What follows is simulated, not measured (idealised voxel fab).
The process module that follows is named voxel lift off.
We display cut, a cross-section 280 nm in width whose square cells are each 5 nm.
Heads up, the way a cross-section reads in here is a grid of square cells, handed over as bands from the top down, with every band being one or more rows of cells.
Band: top and bottom heights (nm) first, top before bottom; then materials from left to right, widths in nm. "everywhere" marks a sole material filling the band edge to edge. "empty" denotes empty space.
Height reference: 0 = level under which incoming wafer is all one material. Lowest band: no bottom, runs on downward, e.g. "top 0, no bottom".
A width such as "30..40" changes by the same amount from each row of cells to the next, from the band's top row to its bottom row.
Reading "no modification" for a step: not a cell of the cross-section changed in it.
"Catalogued sealed voids" lists enclosed empty spaces (at least 8 cells, no open path upward to the top), each as width x height at distance from the left edge, in nm.
Read whatever lies past the settings on a step's line as the simulator's own remark about the step.
You can add "overlay nm" to a step's line. For a step with a mask, it describes how far the mask lay to the right of its planned position, and a negative number describes a lay to the left.

Process steps - plan:
| 1 | op RECEIVE | material Si |
| 2 | op CONFORMAL_DEP | material SiN | thk nm 10 |
| 3 | op PATTERN | tone open | mask id LINES | material resist | width nm 15 | pitch nm 35 | thk nm 25 | overlay nm 0 |
| 4 | op DIRECTIONAL_DEP | material Ru | thk nm 10 |
| 5 | op STRIP | etch materials resist |
| 6 | op CONFORMAL_DEP | material SiO2 | thk nm 5 |

Below: the first of two wafers, run as planned:

As received, after step 1:
    top 0, no bottom  Si everywhere
    Catalogued sealed voids: none

The following cross-section depicts the wafer upon completion of step 2:
    top 10, bottom 0  SiN everywhere
    Below 0 it's all the same as before, nothing changed down there.

The following cross-section depicts the wafer upon completion of step 3:
    top 35, bottom 10  resist=80  empty=15  resist=20  empty=15  resist=20  empty=15  resist=20  empty=15  resist=80
    Below 10 it's all the same as before, nothing changed down there.

The following cross-section depicts the wafer upon completion of step 4:
    top 45, bottom 35  Ru=80  empty=15  Ru=20  empty=15  Ru=20  empty=15  Ru=20  empty=15  Ru=80
    top 35, bottom 20  resist=80  empty=15  resist=20  empty=15  resist=20  empty=15  resist=20  empty=15  resist=80
    top 20, bottom 10  resist=80  Ru=15  resist=20  Ru=15  resist=20  Ru=15  resist=20  Ru=15  resist=80
    Below 10 it's all the same as before, nothing changed down there.

The following cross-section depicts the wafer upon completion of step 5:
    top 20, bottom 10  empty=80  Ru=15  empty=20  Ru=15  empty=20  Ru=15  empty=20  Ru=15  empty=80
    Below 10 it's all the same as before, nothing changed down there.

The following cross-section depicts the wafer upon completion of step 6:
    top 25, bottom 20  empty=75  SiO2=25  empty=10  SiO2=25  empty=10  SiO2=25  empty=10  SiO2=25  empty=75
    top 20, bottom 15  empty=75  SiO2=5  Ru=15  SiO2=5  empty=10  SiO2=5  Ru=15  SiO2=5  empty=10  SiO2=5  Ru=15  SiO2=5  empty=10  SiO2=5  Ru=15  SiO2=5  empty=75
    top 15, bottom 10  SiO2=80  Ru=15  SiO2=20  Ru=15  SiO2=20  Ru=15  SiO2=20  Ru=15  SiO2=80
    Below 10 it's all the same as before, nothing changed down there.

Wafer two. Identical start, identical plan. One mistake in execution. Identical history through step 1:

Planned end of step 2: second wafer, cross-section:
    top 10, bottom 0  Ru everywhere
    Below 0 it's all the same as before, nothing changed down there.

Planned end of step 3: second wafer, cross-section:
    top 35, bottom 10  resist=80  empty=15  resist=20  empty=15  resist=20  empty=15  resist=20  empty=15  resist=80
    Below 10 it's all the same as before, nothing changed down there.

Planned end of step 4: second wafer, cross-section:
    top 45, bottom 35  Ru=80  empty=15  Ru=20  empty=15  Ru=20  empty=15  Ru=20  empty=15  Ru=80
    top 35, bottom 20  resist=80  empty=15  resist=20  empty=15  resist=20  empty=15  resist=20  empty=15  resist=80
    top 20, bottom 10  resist=80  Ru=15  resist=20  Ru=15  resist=20  Ru=15  resist=20  Ru=15  resist=80
    Below 10 it's all the same as before, nothing changed down there.

Planned end of step 5: second wafer, cross-section:
    top 20, bottom 10  empty=80  Ru=15  empty=20  Ru=15  empty=20  Ru=15  empty=20  Ru=15  empty=80
    Below 10 it's all the same as before, nothing changed down there.

Planned end of step 6: second wafer, cross-section:
    top 25, bottom 20  empty=75  SiO2=25  empty=10  SiO2=25  empty=10  SiO2=25  empty=10  SiO2=25  empty=75
    top 20, bottom 15  empty=75  SiO2=5  Ru=15  SiO2=5  empty=10  SiO2=5  Ru=15  SiO2=5  empty=10  SiO2=5  Ru=15  SiO2=5  empty=10  SiO2=5  Ru=15  SiO2=5  empty=75
    top 15, bottom 10  SiO2=80  Ru=15  SiO2=20  Ru=15  SiO2=20  Ru=15  SiO2=20  Ru=15  SiO2=80
    Below 10 it's all the same as before, nothing changed down there.
Which mistake was made when the wafer was run? step 2 ran as: op CONFORMAL_DEP | material Ru | thk nm 10
At the finish, the second wafer shows more or fewer cells for some materials than the first does: Ru +112; SiN -112
